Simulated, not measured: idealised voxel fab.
process module | voxel quadruple lines
cross-section cut | 215 nm wide | cells 5 nm
A cross-section is a grid of square cells, given in bands from the top down. A band is one or more rows of cells.
Each band's line starts with the height of the band's top and of its bottom, in nm. Then come its materials from left to right, each with its width in nm. One material with "throughout" fills the band from edge to edge. "air" is empty space.
Height 0 is the level under which the wafer as received is all one material. The lowest band goes on downwards, as in "0 down".
A width such as "30 to 40" changes by the same amount from each row of cells to the next, from the band's top row to its bottom row.
"no change" after a step means that no cell of the cross-section changed.
closed voids: empty space of 8 cells or more with no open way to the top, each as width x height at its distance from the left edge, in nm
after a step's settings: what the simulator itself notes on the step
overlay nm, on a step with a mask: how far to the right of its planned place the mask lay; to the left if negative
plan
1 op RECEIVE | material Si
2 op CONFORMAL_DEP | material Al2O3 | thk nm 10
3 op DIRECTIONAL_DEP | material W | thk nm 15
4 op DIRECTIONAL_DEP | material polySi | thk nm 20
5 op DIRECTIONAL_DEP | material aC | thk nm 20
6 op PATTERN | tone cover | mask id MANDREL | material resist | width nm 25 | thk nm 25 | overlay nm 0
7 op DIRECTIONAL_ETCH | etch materials aC | depth nm 20
8 op STRIP | etch materials resist
9 op CONFORMAL_DEP | material SiO2 | thk nm 15
10 op DIRECTIONAL_ETCH | etch materials SiO2 | depth nm 15
11 op STRIP | etch materials aC
12 op DIRECTIONAL_ETCH | etch materials polySi | depth nm 20
13 op STRIP | etch materials SiO2
14 op CONFORMAL_DEP | material SiCN | thk nm 5
15 op DIRECTIONAL_ETCH | etch materials SiCN | depth nm 5
16 op STRIP | etch materials polySi
17 op DIRECTIONAL_ETCH | etch materials W | depth nm 15
18 op STRIP | etch materials SiCN
19 op FILL_DEP | material SiO2 | thk nm 5
20 op CMP | height nm 25
as received, after step 1
  0 down: Si throughout
  closed voids: none
a wafer at the end: this start, this plan, one mistake
  25 to 10: SiO2 80 | W 5 | SiO2 15 | W 5 | SiO2 5 | W 5 | SiO2 15 | W 5 | SiO2 80
  10 to 0: Al2O3 throughout
  0 down: Si throughout
  closed voids: none
what went wrong: step 6 ran as: op PATTERN | tone cover | mask id MANDREL | material resist | width nm 15 | thk nm 25 | overlay nm 0
